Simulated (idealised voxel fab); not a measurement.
Process module, titled voxel ribs on slabs
Square cell edge 5 nm, section width 250 nm, ID cut.
Heads up, the way a cross-section reads in here is a grid of square cells, handed over as bands from the top down, with every band being one or more rows of cells.
Look at the band entry: it leads with the top's height and the bottom's height in nm. Then it lists the materials left to right, with a width in nm for each. The word "everywhere" on a single material says that material fills the band edge to edge. The word "blank" is empty space.
Height datum 0, below which the as-received substrate wafer is one material. Lowest band open at the bottom, running downward: "0..down".
Top row gets the first number, bottom row gets the second, and each row in between changes by the same step: that is how a band width like "30->40" works.
"nothing different" after a step means that no cell of the cross-section changed.
"Voids, sealed": sealed empty spaces, 8 cells or more, no open way to top, listed width x height at distance, with distance from the left edge and width, height and distance in nm.
On each step's line, the part that comes after the settings is the simulator's own comment on the step.
Among the settings permitted on a step's line is "overlay nm"; applied to a step with a mask, it specifies the extent to which the mask lay to the right of its planned position, whereas a negative figure signifies a position to the left.

## These are the steps we planned for the process
| 1 | RECEIVE | material Si |
| 2 | DIRECTIONAL_DEP | material SiO2 | thk nm 20 |
| 3 | DIRECTIONAL_DEP | material SiN | thk nm 20 |
| 4 | PATTERN | tone cover | mask id RIB | material resist | width nm 25 | thk nm 20 | overlay nm 0 |
| 5 | DIRECTIONAL_ETCH | etch materials SiN | depth nm 10 |
| 6 | STRIP | etch materials resist |
| 7 | PATTERN | tone cover | mask id SLAB | material resist | width nm 55 | thk nm 15 | overlay nm 0 |
| 8 | DIRECTIONAL_ETCH | etch materials SiN | depth nm 10 |
| 9 | STRIP | etch materials resist |
| 10 | FILL_DEP | material SiO2 | thk nm 15 |
| 11 | CMP | height nm 50 |
| 12 | DIRECTIONAL_DEP | material TiN | thk nm 10 |
| 13 | MASKED_ETCH | tone cover | mask id HEATER | width nm 35 | etch materials TiN | depth nm 10 | overlay nm 0 |
| 14 | CONFORMAL_DEP | material SiN | thk nm 10 |

## First of two wafers: run as planned

## As-received wafer cross-section (after step 1)
	0..down: Si everywhere
	Voids, sealed: none

## Wafer xsec, post step 2
	20..0: SiO2 everywhere
	Anything lower than 0 is untouched.

## Wafer xsec, post step 3
	40..20: SiN everywhere
	Anything lower than 20 is untouched.

## Wafer xsec, post step 4
	60..40: blank=110 | resist=25 | blank=115
	Anything lower than 40 is untouched.

## Wafer xsec, post step 5
	60..40: blank=110 | resist=25 | blank=115
	40..30: blank=110 | SiN=25 | blank=115
	Anything lower than 30 is untouched.

## Wafer xsec, post step 6
	40..30: blank=110 | SiN=25 | blank=115
	Anything lower than 30 is untouched.

## Wafer xsec, post step 7
	55..40: blank=95 | resist=55 | blank=100
	40..30: blank=95 | resist=15 | SiN=25 | resist=15 | blank=100
	Anything lower than 30 is untouched.

## Wafer xsec, post step 8
	55..40: blank=95 | resist=55 | blank=100
	40..30: blank=95 | resist=15 | SiN=25 | resist=15 | blank=100
	30..20: blank=95 | SiN=55 | blank=100
	Anything lower than 20 is untouched.

## Wafer xsec, post step 9
	40..30: blank=110 | SiN=25 | blank=115
	Anything lower than 30 is untouched.

## Wafer xsec, post step 10
	55..40: SiO2 everywhere
	40..30: SiO2=110 | SiN=25 | SiO2=115
	30..20: SiO2=95 | SiN=55 | SiO2=100
	Anything lower than 20 is untouched.

## Wafer xsec, post step 11
	50..40: SiO2 everywhere
	Anything lower than 40 is untouched.

## Wafer xsec, post step 12
	60..50: TiN everywhere
	Anything lower than 50 is untouched.

## Wafer xsec, post step 13
	60..50: blank=105 | TiN=35 | blank=110
	Anything lower than 50 is untouched.

## Wafer xsec, post step 14
	70..60: blank=95 | SiN=55 | blank=100
	60..50: SiN=105 | TiN=35 | SiN=110
	Anything lower than 50 is untouched.

## Notes, second wafer: start = first wafer's, plan = first wafer's, execution had one mistake; history identical to first through step 13

## Second wafer at the planned finish of step 14, seen in cross-section
	75..65: blank=90 | SiN=65 | blank=95
	65..60: SiN everywhere
	60..50: SiN=105 | TiN=35 | SiN=110
	Anything lower than 50 is untouched.
What broke from the plan during processing? step 14: run off-plan, actual operation and settings CONFORMAL_DEP | material SiN | thk nm 15
In the final state, the cell counts of the second wafer exceed or fall short of those of the first for the following materials: +54 SiN
